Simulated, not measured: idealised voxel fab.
The process module presented herein is designated voxel self aligned contacts.
Shown is cross-section cut, with a width of 150 nm and square cells of size 5 nm.
This document writes a cross-section as a grid whose cells are square, and gives it as bands, listed from the top down; one or more rows of cells form a band. Top, bottom (nm), then materials left to right with widths (nm); lone material tagged "edge to edge" fills the whole band edge to edge; "blank" = empty space. The reference from which all heights are counted is 0, the level beneath which the as-received wafer is entirely one material; the lowest band, having no lower bound, proceeds downward and is written after the example "0 -> down". Top row gets the first number, bottom row gets the second, and each row in between changes by the same step: that is how a band width like "30->40" works. "remained unchanged" -> step changed no cross-section cell. Closed empty spaces (no open way to the top) of 8 cells or more are what "Voids, fully enclosed" lists, each as width x height at distance from the left edge, nm for all three. Text after the settings on a step's line: the simulator's own remark on that step. overlay nm: mask offset rightward from planned place, masked step; negative means leftward offset.

## These are the steps we planned for the process
1,RECEIVE | material Si
2,CONFORMAL_DEP | material SiO2 | thk nm 5
3,DIRECTIONAL_DEP | material polySi | thk nm 30
4,DIRECTIONAL_DEP | material SiN | thk nm 20
5,MASKED_ETCH | tone cover | mask id GATE | width nm 30 | pitch nm 60 | etch materials SiN | depth nm 20 | overlay nm 0
6,MASKED_ETCH | tone cover | mask id GATE | width nm 30 | pitch nm 60 | etch materials polySi | depth nm 30 | overlay nm 0
7,CONFORMAL_DEP | material SiN | thk nm 5
8,DIRECTIONAL_ETCH | etch materials SiN | depth nm 5
9,FILL_DEP | material SiO2 | thk nm 20
10,CMP | height nm 65
11,DIRECTIONAL_DEP | material aC | thk nm 15
12,PATTERN | tone open | mask id CONTACT | material resist | width nm 40 | thk nm 30 | overlay nm 0
13,DIRECTIONAL_ETCH | etch materials aC | depth nm 15
14,STRIP | etch materials resist
15,DIRECTIONAL_ETCH | etch materials SiO2 | depth nm 65
16,STRIP | etch materials aC
17,CONFORMAL_DEP | material TiN | thk nm 5
18,FILL_DEP | material W | thk nm 5
19,CMP | height nm 65
20,CONFORMAL_DEP | material SiN | thk nm 5

## On the first of the two wafers: run conducted according to plan

## Wafer at receipt (post step 1), cross-section
> 0 -> down  Si edge to edge
> Voids, fully enclosed: none

## You're looking at a cross-section of the wafer after step 2
> 5 -> 0  SiO2 edge to edge
> At heights below 0, the structure remains unaltered.

## You're looking at a cross-section of the wafer after step 3
> 35 -> 5  polySi edge to edge
> At heights below 5, the structure remains unaltered.

## You're looking at a cross-section of the wafer after step 4
> 55 -> 35  SiN edge to edge
> At heights below 35, the structure remains unaltered.

## You're looking at a cross-section of the wafer after step 5
> 55 -> 35  30 of blank | 30 of SiN | 30 of blank | 30 of SiN | 30 of blank
> At heights below 35, the structure remains unaltered.

## You're looking at a cross-section of the wafer after step 6
> 55 -> 35  30 of blank | 30 of SiN | 30 of blank | 30 of SiN | 30 of blank
> 35 -> 5  30 of blank | 30 of polySi | 30 of blank | 30 of polySi | 30 of blank
> At heights below 5, the structure remains unaltered.

## You're looking at a cross-section of the wafer after step 7
> 60 -> 35  25 of blank | 40 of SiN | 20 of blank | 40 of SiN | 25 of blank
> 35 -> 10  25 of blank | 5 of SiN | 30 of polySi | 5 of SiN | 20 of blank | 5 of SiN | 30 of polySi | 5 of SiN | 25 of blank
> 10 -> 5  30 of SiN | 30 of polySi | 30 of SiN | 30 of polySi | 30 of SiN
> At heights below 5, the structure remains unaltered.

## You're looking at a cross-section of the wafer after step 8
> 55 -> 35  25 of blank | 40 of SiN | 20 of blank | 40 of SiN | 25 of blank
> 35 -> 5  25 of blank | 5 of SiN | 30 of polySi | 5 of SiN | 20 of blank | 5 of SiN | 30 of polySi | 5 of SiN | 25 of blank
> At heights below 5, the structure remains unaltered.

## You're looking at a cross-section of the wafer after step 9
> 75 -> 55  SiO2 edge to edge
> 55 -> 35  25 of SiO2 | 40 of SiN | 20 of SiO2 | 40 of SiN | 25 of SiO2
> 35 -> 5  25 of SiO2 | 5 of SiN | 30 of polySi | 5 of SiN | 20 of SiO2 | 5 of SiN | 30 of polySi | 5 of SiN | 25 of SiO2
> At heights below 5, the structure remains unaltered.

## You're looking at a cross-section of the wafer after step 10
> 65 -> 55  SiO2 edge to edge
> At heights below 55, the structure remains unaltered.

## You're looking at a cross-section of the wafer after step 11
> 80 -> 65  aC edge to edge
> At heights below 65, the structure remains unaltered.

## You're looking at a cross-section of the wafer after step 12
> 110 -> 80  55 of resist | 40 of blank | 55 of resist
> At heights below 80, the structure remains unaltered.

## You're looking at a cross-section of the wafer after step 13
> 95 -> 80  55 of resist | 40 of blank | 55 of resist
> 80 -> 65  55 of aC | 40 of blank | 55 of aC
> At heights below 65, the structure remains unaltered.

## You're looking at a cross-section of the wafer after step 14
> 80 -> 65  55 of aC | 40 of blank | 55 of aC
> At heights below 65, the structure remains unaltered.

## You're looking at a cross-section of the wafer after step 15
> 80 -> 65  55 of aC | 40 of blank | 55 of aC
> 65 -> 55  55 of SiO2 | 40 of blank | 55 of SiO2
> 55 -> 35  25 of SiO2 | 40 of SiN | 20 of blank | 40 of SiN | 25 of SiO2
> 35 -> 5  25 of SiO2 | 5 of SiN | 30 of polySi | 5 of SiN | 20 of blank | 5 of SiN | 30 of polySi | 5 of SiN | 25 of SiO2
> 5 -> 0  65 of SiO2 | 20 of blank | 65 of SiO2
> At heights below 0, the structure remains unaltered.

## You're looking at a cross-section of the wafer after step 16
> 65 -> 55  55 of SiO2 | 40 of blank | 55 of SiO2
> At heights below 55, the structure remains unaltered.

## You're looking at a cross-section of the wafer after step 17
> 70 -> 65  60 of TiN | 30 of blank | 60 of TiN
> 65 -> 55  55 of SiO2 | 5->15 of TiN | 30->10 of blank | 5->15 of TiN | 55 of SiO2
> 55 -> 35  25 of SiO2 | 40 of SiN | 5 of TiN | 10 of blank | 5 of TiN | 40 of SiN | 25 of SiO2
> 35 -> 5  25 of SiO2 | 5 of SiN | 30 of polySi | 5 of SiN | 5 of TiN | 10 of blank | 5 of TiN | 5 of SiN | 30 of polySi | 5 of SiN | 25 of SiO2
> 5 -> 0  65 of SiO2 | 20 of TiN | 65 of SiO2
> At heights below 0, the structure remains unaltered.

## You're looking at a cross-section of the wafer after step 18
> 75 -> 70  W edge to edge
> 70 -> 65  60 of TiN | 30 of W | 60 of TiN
> 65 -> 55  55 of SiO2 | 5->15 of TiN | 30->10 of W | 5->15 of TiN | 55 of SiO2
> 55 -> 35  25 of SiO2 | 40 of SiN | 5 of TiN | 10 of W | 5 of TiN | 40 of SiN | 25 of SiO2
> 35 -> 5  25 of SiO2 | 5 of SiN | 30 of polySi | 5 of SiN | 5 of TiN | 10 of W | 5 of TiN | 5 of SiN | 30 of polySi | 5 of SiN | 25 of SiO2
> At heights below 5, the structure remains unaltered.

## You're looking at a cross-section of the wafer after step 19
> 65 -> 55  55 of SiO2 | 5->15 of TiN | 30->10 of W | 5->15 of TiN | 55 of SiO2
> At heights below 55, the structure remains unaltered.

## You're looking at a cross-section of the wafer after step 20
> 70 -> 65  SiN edge to edge
> At heights below 65, the structure remains unaltered.

## Second of two: same start, same plan, one run error; steps up to and including 3 match the first

## when step 4 should have ended
> 60 -> 35  SiN edge to edge
> At heights below 35, the structure remains unaltered.

## when step 5 should have ended
> 60 -> 40  30 of blank | 30 of SiN | 30 of blank | 30 of SiN | 30 of blank
> At heights below 40, the structure remains unaltered.

when step 6 should have ended: remained unchanged

## when step 7 should have ended
> 65 -> 45  25 of blank | 40 of SiN | 20 of blank | 40 of SiN | 25 of blank
> 45 -> 35  SiN edge to edge
> At heights below 35, the structure remains unaltered.

## when step 8 should have ended
> 60 -> 40  25 of blank | 40 of SiN | 20 of blank | 40 of SiN | 25 of blank
> At heights below 40, the structure remains unaltered.

## when step 9 should have ended
> 80 -> 60  SiO2 edge to edge
> 60 -> 40  25 of SiO2 | 40 of SiN | 20 of SiO2 | 40 of SiN | 25 of SiO2
> At heights below 40, the structure remains unaltered.

## when step 10 should have ended
> 65 -> 60  SiO2 edge to edge
> At heights below 60, the structure remains unaltered.

## when step 11 should have ended
> 80 -> 65  aC edge to edge
> At heights below 65, the structure remains unaltered.

## when step 12 should have ended
> 110 -> 80  55 of resist | 40 of blank | 55 of resist
> At heights below 80, the structure remains unaltered.

## when step 13 should have ended
> 95 -> 80  55 of resist | 40 of blank | 55 of resist
> 80 -> 65  55 of aC | 40 of blank | 55 of aC
> At heights below 65, the structure remains unaltered.

## when step 14 should have ended
> 80 -> 65  55 of aC | 40 of blank | 55 of aC
> At heights below 65, the structure remains unaltered.

## when step 15 should have ended
> 80 -> 65  55 of aC | 40 of blank | 55 of aC
> 65 -> 60  55 of SiO2 | 40 of blank | 55 of SiO2
> 60 -> 40  25 of SiO2 | 40 of SiN | 20 of blank | 40 of SiN | 25 of SiO2
> At heights below 40, the structure remains unaltered.

## when step 16 should have ended
> 65 -> 60  55 of SiO2 | 40 of blank | 55 of SiO2
> At heights below 60, the structure remains unaltered.

## when step 17 should have ended
> 70 -> 65  60 of TiN | 30 of blank | 60 of TiN
> 65 -> 60  55 of SiO2 | 15 of TiN | 10 of blank | 15 of TiN | 55 of SiO2
> 60 -> 45  25 of SiO2 | 40 of SiN | 5 of TiN | 10 of blank | 5 of TiN | 40 of SiN | 25 of SiO2
> 45 -> 40  25 of SiO2 | 40 of SiN | 20 of TiN | 40 of SiN | 25 of SiO2
> At heights below 40, the structure remains unaltered.

## when step 18 should have ended
> 75 -> 70  W edge to edge
> 70 -> 65  60 of TiN | 30 of W | 60 of TiN
> 65 -> 60  55 of SiO2 | 15 of TiN | 10 of W | 15 of TiN | 55 of SiO2
> 60 -> 45  25 of SiO2 | 40 of SiN | 5 of TiN | 10 of W | 5 of TiN | 40 of SiN | 25 of SiO2
> At heights below 45, the structure remains unaltered.

## when step 19 should have ended
> 65 -> 60  55 of SiO2 | 15 of TiN | 10 of W | 15 of TiN | 55 of SiO2
> At heights below 60, the structure remains unaltered.

## when step 20 should have ended
> 70 -> 65  SiN edge to edge
> At heights below 65, the structure remains unaltered.
Run error: step 4 ran with different settings than intended, the actual operation and settings being DIRECTIONAL_DEP | material SiN | thk nm 25
Final wafer comparison in cells, second versus first, more or fewer per material: +6 SiN; -78 SiO2; -16 TiN; -20 W; +108 polySi
